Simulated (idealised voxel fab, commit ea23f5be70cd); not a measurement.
The process module that follows is named voxel ribs on slabs.
It is cross-section cut that appears here, measuring 155 nm in width, its square cells being 5 nm in size.
Each cross-section below is a grid of square cells, stated as bands in top-down order, with one or more rows of cells making up each band.
Heights first: top, then bottom, in nm. Then materials, left to right, each with a width in nm. "full width" on a single material: fills the band edge to edge. "air": empty space.
Counting heights begins at 0, where everything beneath is, in the wafer as received, one material. The lowest band has no bottom; it goes on downwards, as "0 and below" shows.
Note: "30->40" means the width goes from the first number (top row of the band) to the second number (bottom row) in equal steps per row of cells.
It should be understood that the words "no alterations made", when stated for a given step, signify that the cross-section underwent no change in any of its cells during that step.
Under "Closed cavities" you'll find the enclosed gaps, the ones with no way out to the top, that are 8 cells or bigger; each reads width x height at distance, with distance counted from the left edge, everything in nm.
Note: text after step settings on the step line = simulator remark on that step.
Regarding "overlay nm": on a step with a mask, it is the distance the mask lay to the right of its planned place; a negative value places it to the left.
**Steps planned for the process**
step 1: RECEIVE [material Si]
step 2: DIRECTIONAL_DEP [material SiO2] [thk nm 25]
step 3: DIRECTIONAL_DEP [material SiN] [thk nm 20]
step 4: PATTERN [tone cover] [mask id RIB] [material resist] [width nm 20] [thk nm 20] [overlay nm 0]
step 5: DIRECTIONAL_ETCH [etch materials SiN] [depth nm 10]
step 6: STRIP [etch materials resist]
step 7: MASKED_ETCH [tone cover] [mask id SLAB] [width nm 60] [etch materials SiN] [depth nm 10] [overlay nm 0]
step 8: FILL_DEP [material SiO2] [thk nm 25]
step 9: CMP [height nm 60]
step 10: DIRECTIONAL_DEP [material TiN] [thk nm 5]
step 11: MASKED_ETCH [tone cover] [mask id HEATER] [width nm 30] [etch materials TiN] [depth nm 5] [overlay nm 0]
step 12: CONFORMAL_DEP [material SiO2] [thk nm 5]
**So, the first of our two wafers, run just as we planned it**
**Cross-section, incoming material, after step 1**
> 0 and below  Si full width
> Closed cavities: none
**Presented here is a cross-section of the wafer after step 2 has been performed**
> 25 down to 0  SiO2 full width
> below 0: unchanged
**Presented here is a cross-section of the wafer after step 3 has been performed**
> 45 down to 25  SiN full width
> below 25: unchanged
**Presented here is a cross-section of the wafer after step 4 has been performed**
> 65 down to 45  65 nm air / 20 nm resist / 70 nm air
> below 45: unchanged
**Presented here is a cross-section of the wafer after step 5 has been performed**
> 65 down to 45  65 nm air / 20 nm resist / 70 nm air
> 45 down to 35  65 nm air / 20 nm SiN / 70 nm air
> below 35: unchanged
**Presented here is a cross-section of the wafer after step 6 has been performed**
> 45 down to 35  65 nm air / 20 nm SiN / 70 nm air
> below 35: unchanged
**Presented here is a cross-section of the wafer after step 7 has been performed**
> 45 down to 35  65 nm air / 20 nm SiN / 70 nm air
> 35 down to 25  45 nm air / 60 nm SiN / 50 nm air
> below 25: unchanged
**Presented here is a cross-section of the wafer after step 8 has been performed**
> 70 down to 45  SiO2 full width
> 45 down to 35  65 nm SiO2 / 20 nm SiN / 70 nm SiO2
> 35 down to 25  45 nm SiO2 / 60 nm SiN / 50 nm SiO2
> below 25: unchanged
**Presented here is a cross-section of the wafer after step 9 has been performed**
> 60 down to 45  SiO2 full width
> below 45: unchanged
**Presented here is a cross-section of the wafer after step 10 has been performed**
> 65 down to 60  TiN full width
> below 60: unchanged
**Presented here is a cross-section of the wafer after step 11 has been performed**
> 65 down to 60  60 nm air / 30 nm TiN / 65 nm air
> below 60: unchanged
**Presented here is a cross-section of the wafer after step 12 has been performed**
> 70 down to 65  55 nm air / 40 nm SiO2 / 60 nm air
> 65 down to 60  60 nm SiO2 / 30 nm TiN / 65 nm SiO2
> below 60: unchanged
**Second wafer - shared start and plan with the first - one error in running - same as the first up to step 1 inclusive**
**Cross-section of the second wafer at the time by which step 2 should have been completed according to the plan**
> 50 down to 0  SiO2 full width
> below 0: unchanged
**Cross-section of the second wafer at the time by which step 3 should have been completed according to the plan**
> 70 down to 50  SiN full width
> below 50: unchanged
**Cross-section of the second wafer at the time by which step 4 should have been completed according to the plan**
> 90 down to 70  65 nm air / 20 nm resist / 70 nm air
> below 70: unchanged
**Cross-section of the second wafer at the time by which step 5 should have been completed according to the plan**
> 90 down to 70  65 nm air / 20 nm resist / 70 nm air
> 70 down to 60  65 nm air / 20 nm SiN / 70 nm air
> below 60: unchanged
**Cross-section of the second wafer at the time by which step 6 should have been completed according to the plan**
> 70 down to 60  65 nm air / 20 nm SiN / 70 nm air
> below 60: unchanged
**Cross-section of the second wafer at the time by which step 7 should have been completed according to the plan**
> 70 down to 60  65 nm air / 20 nm SiN / 70 nm air
> 60 down to 50  45 nm air / 60 nm SiN / 50 nm air
> below 50: unchanged
**Cross-section of the second wafer at the time by which step 8 should have been completed according to the plan**
> 95 down to 70  SiO2 full width
> 70 down to 60  65 nm SiO2 / 20 nm SiN / 70 nm SiO2
> 60 down to 50  45 nm SiO2 / 60 nm SiN / 50 nm SiO2
> below 50: unchanged
**Cross-section of the second wafer at the time by which step 9 should have been completed according to the plan**
> 60 down to 50  45 nm SiO2 / 60 nm SiN / 50 nm SiO2
> below 50: unchanged
**Cross-section of the second wafer at the time by which step 10 should have been completed according to the plan**
> 65 down to 60  TiN full width
> below 60: unchanged
**Cross-section of the second wafer at the time by which step 11 should have been completed according to the plan**
> 65 down to 60  60 nm air / 30 nm TiN / 65 nm air
> below 60: unchanged
**Cross-section of the second wafer at the time by which step 12 should have been completed according to the plan**
> 70 down to 65  55 nm air / 40 nm SiO2 / 60 nm air
> 65 down to 60  60 nm SiO2 / 30 nm TiN / 65 nm SiO2
> below 60: unchanged
So what did we get wrong on this run? step 2 from the plan got run twice
Final tally in cells, some materials are higher or lower on the second wafer than on the first: SiN: 8 fewer | SiO2: 8 more
